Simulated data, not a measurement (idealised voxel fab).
Documented hereafter: the process module known as voxel capacitor over wiring.
Cross-sectional view cut (width: 270 nm; square cell size: 5 nm).
A cross-section is a grid of square cells, given in bands from the top down. A band is one or more rows of cells. This entry defines a band. It first specifies the height of the band's top and the height of its bottom in nm, and then specifies the band's materials from left to right, stating each material with its width in nm. The word "throughout" identifies a single material that fills the band from edge to edge, while the word "blank" identifies empty space. It should be noted that heights are counted from 0, beneath which the wafer as supplied is of one material throughout, and that the lowest band possesses no lower boundary but continues downward, as written in "from 0 down". It should be noted that a width expressed as "30 to 40" varies in equal increments from row to row of cells within the band, taking the value of the first number at the top row and that of the second number at the bottom row. "nothing altered" after a step means that no cell of the cross-section changed. Any empty space of 8 cells or more lacking an open way to the top shows up in "Fully enclosed voids" as width x height at distance, distance from the left edge, in nm. after a step's settings: what the simulator itself notes on the step. Among the settings permitted on a step's line is "overlay nm"; applied to a step with a mask, it specifies the extent to which the mask lay to the right of its planned position, whereas a negative figure signifies a position to the left.

INTENDED PROCESS STEPS
1 RECEIVE [material Si]
2 CONFORMAL_DEP [material SiO2] [thk nm 15]
3 CONFORMAL_DEP [material SiCN] [thk nm 5]
4 DIRECTIONAL_DEP [material SiO2] [thk nm 15]
5 DIRECTIONAL_DEP [material aC] [thk nm 10]
6 PATTERN [tone open] [mask id METAL_1] [material resist] [width nm 25] [pitch nm 90] [thk nm 25] [overlay nm 0]
7 DIRECTIONAL_ETCH [etch materials aC] [depth nm 10]
8 STRIP [etch materials resist]
9 DIRECTIONAL_ETCH [etch materials SiO2] [depth nm 15]
10 DIRECTIONAL_ETCH [etch materials SiCN] [depth nm 5]
11 STRIP [etch materials aC]
12 CONFORMAL_DEP [material TiN] [thk nm 5]
13 FILL_DEP [material Ru] [thk nm 5]
14 CMP [height nm 35]
15 CONFORMAL_DEP [material SiCN] [thk nm 5]
16 DIRECTIONAL_DEP [material SiO2] [thk nm 20]
17 MASKED_ETCH [tone open] [mask id PLUG_1] [width nm 15] [etch materials SiO2] [depth nm 20] [overlay nm 0]
18 MASKED_ETCH [tone open] [mask id PLUG_1] [width nm 15] [etch materials SiCN] [depth nm 5] [overlay nm 0]
19 CONFORMAL_DEP [material TiN] [thk nm 5]
20 FILL_DEP [material Cu] [thk nm 5]
21 CMP [height nm 60]
22 DIRECTIONAL_DEP [material TiN] [thk nm 10]
23 DIRECTIONAL_DEP [material HfO2] [thk nm 5]
24 DIRECTIONAL_DEP [material TiN] [thk nm 5]
25 DIRECTIONAL_DEP [material aC] [thk nm 10]
26 PATTERN [tone cover] [mask id UPPER_PLATE] [material resist] [width nm 70] [thk nm 25] [overlay nm 0]
27 DIRECTIONAL_ETCH [etch materials aC] [depth nm 10]
28 STRIP [etch materials resist]
29 DIRECTIONAL_ETCH [etch materials TiN] [depth nm 5]
30 DIRECTIONAL_ETCH [etch materials HfO2] [depth nm 5]
31 STRIP [etch materials aC]
32 DIRECTIONAL_DEP [material aC] [thk nm 15]
33 PATTERN [tone cover] [mask id LOWER_PLATE] [material resist] [width nm 80] [thk nm 30] [overlay nm 0]
34 DIRECTIONAL_ETCH [etch materials aC] [depth nm 15]
35 STRIP [etch materials resist]
36 DIRECTIONAL_ETCH [etch materials TiN] [depth nm 10]
37 STRIP [etch materials aC]
38 FILL_DEP [material SiO2] [thk nm 20]
39 CMP [height nm 95]
40 MASKED_ETCH [tone open] [mask id PLUG_2] [width nm 15] [etch materials SiO2] [depth nm 15] [overlay nm 0]
41 CONFORMAL_DEP [material TiN] [thk nm 5]
42 FILL_DEP [material W] [thk nm 5]
43 CMP [height nm 95]
44 CONFORMAL_DEP [material SiCN] [thk nm 5]

FIRST OF TWO WAFERS, WITH THE RUN CARRIED OUT AS PLANNED

STEP 1 COMPLETE: CROSS-SECTION OF THE WAFER AS RECEIVED
* from 0 down | Si throughout
* Fully enclosed voids: none

CROSS-SECTION THROUGH THE WAFER, STEP 2 FINISHED
* from 15 to 0 | SiO2 throughout
* Under 0: no change, same as before.

CROSS-SECTION THROUGH THE WAFER, STEP 3 FINISHED
* from 20 to 15 | SiCN throughout
* Under 15: no change, same as before.

CROSS-SECTION THROUGH THE WAFER, STEP 4 FINISHED
* from 35 to 20 | SiO2 throughout
* Under 20: no change, same as before.

CROSS-SECTION THROUGH THE WAFER, STEP 5 FINISHED
* from 45 to 35 | aC throughout
* Under 35: no change, same as before.

CROSS-SECTION THROUGH THE WAFER, STEP 6 FINISHED
* from 70 to 45 | resist 75, then blank 25, then resist 65, then blank 25, then resist 80
* Under 45: no change, same as before.

CROSS-SECTION THROUGH THE WAFER, STEP 7 FINISHED
* from 60 to 45 | resist 75, then blank 25, then resist 65, then blank 25, then resist 80
* from 45 to 35 | aC 75, then blank 25, then aC 65, then blank 25, then aC 80
* Under 35: no change, same as before.

CROSS-SECTION THROUGH THE WAFER, STEP 8 FINISHED
* from 45 to 35 | aC 75, then blank 25, then aC 65, then blank 25, then aC 80
* Under 35: no change, same as before.

CROSS-SECTION THROUGH THE WAFER, STEP 9 FINISHED
* from 45 to 35 | aC 75, then blank 25, then aC 65, then blank 25, then aC 80
* from 35 to 20 | SiO2 75, then blank 25, then SiO2 65, then blank 25, then SiO2 80
* Under 20: no change, same as before.

CROSS-SECTION THROUGH THE WAFER, STEP 10 FINISHED
* from 45 to 35 | aC 75, then blank 25, then aC 65, then blank 25, then aC 80
* from 35 to 20 | SiO2 75, then blank 25, then SiO2 65, then blank 25, then SiO2 80
* from 20 to 15 | SiCN 75, then blank 25, then SiCN 65, then blank 25, then SiCN 80
* Under 15: no change, same as before.

CROSS-SECTION THROUGH THE WAFER, STEP 11 FINISHED
* from 35 to 20 | SiO2 75, then blank 25, then SiO2 65, then blank 25, then SiO2 80
* Under 20: no change, same as before.

CROSS-SECTION THROUGH THE WAFER, STEP 12 FINISHED
* from 40 to 35 | TiN 80, then blank 15, then TiN 75, then blank 15, then TiN 85
* from 35 to 20 | SiO2 75, then TiN 5, then blank 15, then TiN 5, then SiO2 65, then TiN 5, then blank 15, then TiN 5, then SiO2 80
* from 20 to 15 | SiCN 75, then TiN 25, then SiCN 65, then TiN 25, then SiCN 80
* Under 15: no change, same as before.

CROSS-SECTION THROUGH THE WAFER, STEP 13 FINISHED
* from 45 to 40 | Ru throughout
* from 40 to 35 | TiN 80, then Ru 15, then TiN 75, then Ru 15, then TiN 85
* from 35 to 20 | SiO2 75, then TiN 5, then Ru 15, then TiN 5, then SiO2 65, then TiN 5, then Ru 15, then TiN 5, then SiO2 80
* Under 20: no change, same as before.

CROSS-SECTION THROUGH THE WAFER, STEP 14 FINISHED
* from 35 to 20 | SiO2 75, then TiN 5, then Ru 15, then TiN 5, then SiO2 65, then TiN 5, then Ru 15, then TiN 5, then SiO2 80
* Under 20: no change, same as before.

CROSS-SECTION THROUGH THE WAFER, STEP 15 FINISHED
* from 40 to 35 | SiCN throughout
* Under 35: no change, same as before.

CROSS-SECTION THROUGH THE WAFER, STEP 16 FINISHED
* from 60 to 40 | SiO2 throughout
* Under 40: no change, same as before.

CROSS-SECTION THROUGH THE WAFER, STEP 17 FINISHED
* from 60 to 40 | SiO2 85, then blank 15, then SiO2 170
* Under 40: no change, same as before.

CROSS-SECTION THROUGH THE WAFER, STEP 18 FINISHED
* from 60 to 40 | SiO2 85, then blank 15, then SiO2 170
* from 40 to 35 | SiCN 85, then blank 15, then SiCN 170
* Under 35: no change, same as before.

CROSS-SECTION THROUGH THE WAFER, STEP 19 FINISHED
* from 65 to 60 | TiN 90, then blank 5, then TiN 175
* from 60 to 40 | SiO2 85, then TiN 5, then blank 5, then TiN 5, then SiO2 170
* from 40 to 35 | SiCN 85, then TiN 15, then SiCN 170
* Under 35: no change, same as before.

CROSS-SECTION THROUGH THE WAFER, STEP 20 FINISHED
* from 70 to 65 | Cu throughout
* from 65 to 60 | TiN 90, then Cu 5, then TiN 175
* from 60 to 40 | SiO2 85, then TiN 5, then Cu 5, then TiN 5, then SiO2 170
* Under 40: no change, same as before.

CROSS-SECTION THROUGH THE WAFER, STEP 21 FINISHED
* from 60 to 40 | SiO2 85, then TiN 5, then Cu 5, then TiN 5, then SiO2 170
* Under 40: no change, same as before.

CROSS-SECTION THROUGH THE WAFER, STEP 22 FINISHED
* from 70 to 60 | TiN throughout
* Under 60: no change, same as before.

CROSS-SECTION THROUGH THE WAFER, STEP 23 FINISHED
* from 75 to 70 | HfO2 throughout
* Under 70: no change, same as before.

CROSS-SECTION THROUGH THE WAFER, STEP 24 FINISHED
* from 80 to 75 | TiN throughout
* Under 75: no change, same as before.

CROSS-SECTION THROUGH THE WAFER, STEP 25 FINISHED
* from 90 to 80 | aC throughout
* Under 80: no change, same as before.

CROSS-SECTION THROUGH THE WAFER, STEP 26 FINISHED
* from 115 to 90 | blank 85, then resist 70, then blank 115
* Under 90: no change, same as before.

CROSS-SECTION THROUGH THE WAFER, STEP 27 FINISHED
* from 105 to 90 | blank 85, then resist 70, then blank 115
* from 90 to 80 | blank 85, then aC 70, then blank 115
* Under 80: no change, same as before.

CROSS-SECTION THROUGH THE WAFER, STEP 28 FINISHED
* from 90 to 80 | blank 85, then aC 70, then blank 115
* Under 80: no change, same as before.

CROSS-SECTION THROUGH THE WAFER, STEP 29 FINISHED
* from 90 to 80 | blank 85, then aC 70, then blank 115
* from 80 to 75 | blank 85, then TiN 70, then blank 115
* Under 75: no change, same as before.

CROSS-SECTION THROUGH THE WAFER, STEP 30 FINISHED
* from 90 to 80 | blank 85, then aC 70, then blank 115
* from 80 to 75 | blank 85, then TiN 70, then blank 115
* from 75 to 70 | blank 85, then HfO2 70, then blank 115
* Under 70: no change, same as before.

CROSS-SECTION THROUGH THE WAFER, STEP 31 FINISHED
* from 80 to 75 | blank 85, then TiN 70, then blank 115
* Under 75: no change, same as before.

CROSS-SECTION THROUGH THE WAFER, STEP 32 FINISHED
* from 95 to 85 | blank 85, then aC 70, then blank 115
* from 85 to 80 | aC throughout
* from 80 to 75 | aC 85, then TiN 70, then aC 115
* from 75 to 70 | aC 85, then HfO2 70, then aC 115
* Under 70: no change, same as before.

CROSS-SECTION THROUGH THE WAFER, STEP 33 FINISHED
* from 125 to 95 | blank 80, then resist 80, then blank 110
* from 95 to 85 | blank 80, then resist 5, then aC 70, then resist 5, then blank 110
* Under 85: no change, same as before.

CROSS-SECTION THROUGH THE WAFER, STEP 34 FINISHED
* from 110 to 95 | blank 80, then resist 80, then blank 110
* from 95 to 85 | blank 80, then resist 5, then aC 70, then resist 5, then blank 110
* from 85 to 80 | blank 80, then aC 80, then blank 110
* from 80 to 75 | blank 80, then aC 5, then TiN 70, then aC 5, then blank 110
* from 75 to 70 | blank 80, then aC 5, then HfO2 70, then aC 5, then blank 110
* Under 70: no change, same as before.

CROSS-SECTION THROUGH THE WAFER, STEP 35 FINISHED
* from 95 to 85 | blank 85, then aC 70, then blank 115
* Under 85: no change, same as before.

CROSS-SECTION THROUGH THE WAFER, STEP 36 FINISHED
* from 95 to 85 | blank 85, then aC 70, then blank 115
* from 85 to 80 | blank 80, then aC 80, then blank 110
* from 80 to 75 | blank 80, then aC 5, then TiN 70, then aC 5, then blank 110
* from 75 to 70 | blank 80, then aC 5, then HfO2 70, then aC 5, then blank 110
* from 70 to 60 | blank 80, then TiN 80, then blank 110
* Under 60: no change, same as before.

CROSS-SECTION THROUGH THE WAFER, STEP 37 FINISHED
* from 80 to 75 | blank 85, then TiN 70, then blank 115
* from 75 to 70 | blank 85, then HfO2 70, then blank 115
* Under 70: no change, same as before.

CROSS-SECTION THROUGH THE WAFER, STEP 38 FINISHED
* from 100 to 80 | SiO2 throughout
* from 80 to 75 | SiO2 85, then TiN 70, then SiO2 115
* from 75 to 70 | SiO2 85, then HfO2 70, then SiO2 115
* from 70 to 60 | SiO2 80, then TiN 80, then SiO2 110
* Under 60: no change, same as before.

CROSS-SECTION THROUGH THE WAFER, STEP 39 FINISHED
* from 95 to 80 | SiO2 throughout
* Under 80: no change, same as before.

CROSS-SECTION THROUGH THE WAFER, STEP 40 FINISHED
* from 95 to 80 | SiO2 95, then blank 15, then SiO2 160
* Under 80: no change, same as before.

CROSS-SECTION THROUGH THE WAFER, STEP 41 FINISHED
* from 100 to 95 | TiN 100, then blank 5, then TiN 165
* from 95 to 85 | SiO2 95, then TiN 5, then blank 5, then TiN 5, then SiO2 160
* from 85 to 75 | SiO2 95 to 85, then TiN 15 to 70, then SiO2 160 to 115
* Under 75: no change, same as before.

CROSS-SECTION THROUGH THE WAFER, STEP 42 FINISHED
* from 105 to 100 | W throughout
* from 100 to 95 | TiN 100, then W 5, then TiN 165
* from 95 to 85 | SiO2 95, then TiN 5, then W 5, then TiN 5, then SiO2 160
* Under 85: no change, same as before.

CROSS-SECTION THROUGH THE WAFER, STEP 43 FINISHED
* from 95 to 85 | SiO2 95, then TiN 5, then W 5, then TiN 5, then SiO2 160
* Under 85: no change, same as before.

CROSS-SECTION THROUGH THE WAFER, STEP 44 FINISHED
* from 100 to 95 | SiCN throughout
* Under 95: no change, same as before.

COMPANION WAFER, THE SECOND OF TWO: SAME BEGINNING, SAME INTENDED SEQUENCE, ONE MISTAKE IN CARRYING IT OUT; THROUGH STEP 2 INCLUSIVE IT TRACKS THE FIRST EXACTLY

Second wafer cross-section, taken as of the time the plan sets for step 3 to be done: nothing altered

SECOND WAFER CROSS-SECTION, TAKEN AS OF THE TIME THE PLAN SETS FOR STEP 4 TO BE DONE
* from 30 to 0 | SiO2 throughout
* Under 0: no change, same as before.

SECOND WAFER CROSS-SECTION, TAKEN AS OF THE TIME THE PLAN SETS FOR STEP 5 TO BE DONE
* from 40 to 30 | aC throughout
* Under 30: no change, same as before.

SECOND WAFER CROSS-SECTION, TAKEN AS OF THE TIME THE PLAN SETS FOR STEP 6 TO BE DONE
* from 65 to 40 | resist 75, then blank 25, then resist 65, then blank 25, then resist 80
* Under 40: no change, same as before.

SECOND WAFER CROSS-SECTION, TAKEN AS OF THE TIME THE PLAN SETS FOR STEP 7 TO BE DONE
* from 55 to 40 | resist 75, then blank 25, then resist 65, then blank 25, then resist 80
* from 40 to 30 | aC 75, then blank 25, then aC 65, then blank 25, then aC 80
* Under 30: no change, same as before.

SECOND WAFER CROSS-SECTION, TAKEN AS OF THE TIME THE PLAN SETS FOR STEP 8 TO BE DONE
* from 40 to 30 | aC 75, then blank 25, then aC 65, then blank 25, then aC 80
* Under 30: no change, same as before.

SECOND WAFER CROSS-SECTION, TAKEN AS OF THE TIME THE PLAN SETS FOR STEP 9 TO BE DONE
* from 40 to 30 | aC 75, then blank 25, then aC 65, then blank 25, then aC 80
* from 30 to 15 | SiO2 75, then blank 25, then SiO2 65, then blank 25, then SiO2 80
* Under 15: no change, same as before.

Second wafer cross-section, taken as of the time the plan sets for step 10 to be done: nothing altered

SECOND WAFER CROSS-SECTION, TAKEN AS OF THE TIME THE PLAN SETS FOR STEP 11 TO BE DONE
* from 30 to 15 | SiO2 75, then blank 25, then SiO2 65, then blank 25, then SiO2 80
* Under 15: no change, same as before.

SECOND WAFER CROSS-SECTION, TAKEN AS OF THE TIME THE PLAN SETS FOR STEP 12 TO BE DONE
* from 35 to 30 | TiN 80, then blank 15, then TiN 75, then blank 15, then TiN 85
* from 30 to 20 | SiO2 75, then TiN 5, then blank 15, then TiN 5, then SiO2 65, then TiN 5, then blank 15, then TiN 5, then SiO2 80
* from 20 to 15 | SiO2 75, then TiN 25, then SiO2 65, then TiN 25, then SiO2 80
* Under 15: no change, same as before.

SECOND WAFER CROSS-SECTION, TAKEN AS OF THE TIME THE PLAN SETS FOR STEP 13 TO BE DONE
* from 40 to 35 | Ru throughout
* from 35 to 30 | TiN 80, then Ru 15, then TiN 75, then Ru 15, then TiN 85
* from 30 to 20 | SiO2 75, then TiN 5, then Ru 15, then TiN 5, then SiO2 65, then TiN 5, then Ru 15, then TiN 5, then SiO2 80
* Under 20: no change, same as before.

SECOND WAFER CROSS-SECTION, TAKEN AS OF THE TIME THE PLAN SETS FOR STEP 14 TO BE DONE
* from 35 to 30 | TiN 80, then Ru 15, then TiN 75, then Ru 15, then TiN 85
* Under 30: no change, same as before.

SECOND WAFER CROSS-SECTION, TAKEN AS OF THE TIME THE PLAN SETS FOR STEP 15 TO BE DONE
* from 40 to 35 | SiCN throughout
* Under 35: no change, same as before.

SECOND WAFER CROSS-SECTION, TAKEN AS OF THE TIME THE PLAN SETS FOR STEP 16 TO BE DONE
* from 60 to 40 | SiO2 throughout
* Under 40: no change, same as before.

SECOND WAFER CROSS-SECTION, TAKEN AS OF THE TIME THE PLAN SETS FOR STEP 17 TO BE DONE
* from 60 to 40 | SiO2 85, then blank 15, then SiO2 170
* Under 40: no change, same as before.

SECOND WAFER CROSS-SECTION, TAKEN AS OF THE TIME THE PLAN SETS FOR STEP 18 TO BE DONE
* from 60 to 40 | SiO2 85, then blank 15, then SiO2 170
* from 40 to 35 | SiCN 85, then blank 15, then SiCN 170
* Under 35: no change, same as before.

SECOND WAFER CROSS-SECTION, TAKEN AS OF THE TIME THE PLAN SETS FOR STEP 19 TO BE DONE
* from 65 to 60 | TiN 90, then blank 5, then TiN 175
* from 60 to 40 | SiO2 85, then TiN 5, then blank 5, then TiN 5, then SiO2 170
* from 40 to 35 | SiCN 85, then TiN 15, then SiCN 170
* Under 35: no change, same as before.

SECOND WAFER CROSS-SECTION, TAKEN AS OF THE TIME THE PLAN SETS FOR STEP 20 TO BE DONE
* from 70 to 65 | Cu throughout
* from 65 to 60 | TiN 90, then Cu 5, then TiN 175
* from 60 to 40 | SiO2 85, then TiN 5, then Cu 5, then TiN 5, then SiO2 170
* Under 40: no change, same as before.

SECOND WAFER CROSS-SECTION, TAKEN AS OF THE TIME THE PLAN SETS FOR STEP 21 TO BE DONE
* from 60 to 40 | SiO2 85, then TiN 5, then Cu 5, then TiN 5, then SiO2 170
* Under 40: no change, same as before.

SECOND WAFER CROSS-SECTION, TAKEN AS OF THE TIME THE PLAN SETS FOR STEP 22 TO BE DONE
* from 70 to 60 | TiN throughout
* Under 60: no change, same as before.

SECOND WAFER CROSS-SECTION, TAKEN AS OF THE TIME THE PLAN SETS FOR STEP 23 TO BE DONE
* from 75 to 70 | HfO2 throughout
* Under 70: no change, same as before.

SECOND WAFER CROSS-SECTION, TAKEN AS OF THE TIME THE PLAN SETS FOR STEP 24 TO BE DONE
* from 80 to 75 | TiN throughout
* Under 75: no change, same as before.

SECOND WAFER CROSS-SECTION, TAKEN AS OF THE TIME THE PLAN SETS FOR STEP 25 TO BE DONE
* from 90 to 80 | aC throughout
* Under 80: no change, same as before.

SECOND WAFER CROSS-SECTION, TAKEN AS OF THE TIME THE PLAN SETS FOR STEP 26 TO BE DONE
* from 115 to 90 | blank 85, then resist 70, then blank 115
* Under 90: no change, same as before.

SECOND WAFER CROSS-SECTION, TAKEN AS OF THE TIME THE PLAN SETS FOR STEP 27 TO BE DONE
* from 105 to 90 | blank 85, then resist 70, then blank 115
* from 90 to 80 | blank 85, then aC 70, then blank 115
* Under 80: no change, same as before.

SECOND WAFER CROSS-SECTION, TAKEN AS OF THE TIME THE PLAN SETS FOR STEP 28 TO BE DONE
* from 90 to 80 | blank 85, then aC 70, then blank 115
* Under 80: no change, same as before.

SECOND WAFER CROSS-SECTION, TAKEN AS OF THE TIME THE PLAN SETS FOR STEP 29 TO BE DONE
* from 90 to 80 | blank 85, then aC 70, then blank 115
* from 80 to 75 | blank 85, then TiN 70, then blank 115
* Under 75: no change, same as before.

SECOND WAFER CROSS-SECTION, TAKEN AS OF THE TIME THE PLAN SETS FOR STEP 30 TO BE DONE
* from 90 to 80 | blank 85, then aC 70, then blank 115
* from 80 to 75 | blank 85, then TiN 70, then blank 115
* from 75 to 70 | blank 85, then HfO2 70, then blank 115
* Under 70: no change, same as before.

SECOND WAFER CROSS-SECTION, TAKEN AS OF THE TIME THE PLAN SETS FOR STEP 31 TO BE DONE
* from 80 to 75 | blank 85, then TiN 70, then blank 115
* Under 75: no change, same as before.

SECOND WAFER CROSS-SECTION, TAKEN AS OF THE TIME THE PLAN SETS FOR STEP 32 TO BE DONE
* from 95 to 85 | blank 85, then aC 70, then blank 115
* from 85 to 80 | aC throughout
* from 80 to 75 | aC 85, then TiN 70, then aC 115
* from 75 to 70 | aC 85, then HfO2 70, then aC 115
* Under 70: no change, same as before.

SECOND WAFER CROSS-SECTION, TAKEN AS OF THE TIME THE PLAN SETS FOR STEP 33 TO BE DONE
* from 125 to 95 | blank 80, then resist 80, then blank 110
* from 95 to 85 | blank 80, then resist 5, then aC 70, then resist 5, then blank 110
* Under 85: no change, same as before.

SECOND WAFER CROSS-SECTION, TAKEN AS OF THE TIME THE PLAN SETS FOR STEP 34 TO BE DONE
* from 110 to 95 | blank 80, then resist 80, then blank 110
* from 95 to 85 | blank 80, then resist 5, then aC 70, then resist 5, then blank 110
* from 85 to 80 | blank 80, then aC 80, then blank 110
* from 80 to 75 | blank 80, then aC 5, then TiN 70, then aC 5, then blank 110
* from 75 to 70 | blank 80, then aC 5, then HfO2 70, then aC 5, then blank 110
* Under 70: no change, same as before.

SECOND WAFER CROSS-SECTION, TAKEN AS OF THE TIME THE PLAN SETS FOR STEP 35 TO BE DONE
* from 95 to 85 | blank 85, then aC 70, then blank 115
* Under 85: no change, same as before.

SECOND WAFER CROSS-SECTION, TAKEN AS OF THE TIME THE PLAN SETS FOR STEP 36 TO BE DONE
* from 95 to 85 | blank 85, then aC 70, then blank 115
* from 85 to 80 | blank 80, then aC 80, then blank 110
* from 80 to 75 | blank 80, then aC 5, then TiN 70, then aC 5, then blank 110
* from 75 to 70 | blank 80, then aC 5, then HfO2 70, then aC 5, then blank 110
* from 70 to 60 | blank 80, then TiN 80, then blank 110
* Under 60: no change, same as before.

SECOND WAFER CROSS-SECTION, TAKEN AS OF THE TIME THE PLAN SETS FOR STEP 37 TO BE DONE
* from 80 to 75 | blank 85, then TiN 70, then blank 115
* from 75 to 70 | blank 85, then HfO2 70, then blank 115
* Under 70: no change, same as before.

SECOND WAFER CROSS-SECTION, TAKEN AS OF THE TIME THE PLAN SETS FOR STEP 38 TO BE DONE
* from 100 to 80 | SiO2 throughout
* from 80 to 75 | SiO2 85, then TiN 70, then SiO2 115
* from 75 to 70 | SiO2 85, then HfO2 70, then SiO2 115
* from 70 to 60 | SiO2 80, then TiN 80, then SiO2 110
* Under 60: no change, same as before.

SECOND WAFER CROSS-SECTION, TAKEN AS OF THE TIME THE PLAN SETS FOR STEP 39 TO BE DONE
* from 95 to 80 | SiO2 throughout
* Under 80: no change, same as before.

SECOND WAFER CROSS-SECTION, TAKEN AS OF THE TIME THE PLAN SETS FOR STEP 40 TO BE DONE
* from 95 to 80 | SiO2 95, then blank 15, then SiO2 160
* Under 80: no change, same as before.

SECOND WAFER CROSS-SECTION, TAKEN AS OF THE TIME THE PLAN SETS FOR STEP 41 TO BE DONE
* from 100 to 95 | TiN 100, then blank 5, then TiN 165
* from 95 to 85 | SiO2 95, then TiN 5, then blank 5, then TiN 5, then SiO2 160
* from 85 to 75 | SiO2 95 to 85, then TiN 15 to 70, then SiO2 160 to 115
* Under 75: no change, same as before.

SECOND WAFER CROSS-SECTION, TAKEN AS OF THE TIME THE PLAN SETS FOR STEP 42 TO BE DONE
* from 105 to 100 | W throughout
* from 100 to 95 | TiN 100, then W 5, then TiN 165
* from 95 to 85 | SiO2 95, then TiN 5, then W 5, then TiN 5, then SiO2 160
* Under 85: no change, same as before.

SECOND WAFER CROSS-SECTION, TAKEN AS OF THE TIME THE PLAN SETS FOR STEP 43 TO BE DONE
* from 95 to 85 | SiO2 95, then TiN 5, then W 5, then TiN 5, then SiO2 160
* Under 85: no change, same as before.

SECOND WAFER CROSS-SECTION, TAKEN AS OF THE TIME THE PLAN SETS FOR STEP 44 TO BE DONE
* from 100 to 95 | SiCN throughout
* Under 95: no change, same as before.
Where did the run depart from the plan? step 3 was left out
Materials where the second wafer ends with more or fewer cells than the first: -44 SiCN | +44 TiN
